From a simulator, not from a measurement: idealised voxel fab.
Process module heading - voxel spacer lines
This is section cut - it's 150 nm across, gridded in 5 nm square cells.
A cross-section is written here as square cells arranged in a grid, and it is given in bands from the top down, each band taking up one or more rows of cells. Within each band entry, the heights of the top and of the bottom of the band appear first, in that order and in nm; the materials of the band then follow from left to right, each with its corresponding width in nm. The designation "edge to edge" on a single material indicates that it fills the band from edge to edge; the designation "blank" indicates empty space. Beneath 0, the wafer as received is one material, and that level is where height counting begins. The lowest band goes on downward without a bottom; it is written like "0 down". A width such as "30->40" changes by the same amount from each row of cells to the next, from the band's top row to its bottom row. Step marked "left unchanged"? Then no cell in the cross-section changed in it. "Trapped voids" lists enclosed empty spaces (at least 8 cells, no open path upward to the top), each as width x height at distance from the left edge, in nm. Note: text after step settings on the step line = simulator remark on that step. "overlay nm" answers the question of how far to the right of plan the mask lay on a step that has a mask, and when it is negative the answer is to the left.

Steps in the process plan
1: RECEIVE (material Si)
2: CONFORMAL_DEP (material Al2O3; thk nm 5)
3: DIRECTIONAL_DEP (material SiN; thk nm 20)
4: DIRECTIONAL_DEP (material aC; thk nm 20)
5: PATTERN (tone cover; mask id MANDREL; material resist; width nm 25; pitch nm 80; thk nm 30; overlay nm 0)
6: DIRECTIONAL_ETCH (etch materials aC; depth nm 20)
7: STRIP (etch materials resist)
8: CONFORMAL_DEP (material SiO2; thk nm 15)
9: DIRECTIONAL_ETCH (etch materials SiO2; depth nm 15)
10: STRIP (etch materials aC)
11: DIRECTIONAL_ETCH (etch materials SiN; depth nm 20)
12: STRIP (etch materials SiO2)

As received (post step 1): cross-section
* 0 down  Si edge to edge
* Trapped voids: none

The plan above was carried out on the starting structure above with one mistake, and this cross-section shows the wafer at the end of the module
* 45 to 25  blank: 5 | SiN: 15 | blank: 25 | SiN: 15 | blank: 25 | SiN: 15 | blank: 25 | SiN: 15 | blank: 10
* 25 to 5  SiN edge to edge
* 5 to 0  Al2O3 edge to edge
* 0 down  Si edge to edge
* Trapped voids: none
Error vs. plan: step 3 of the plan was executed twice over
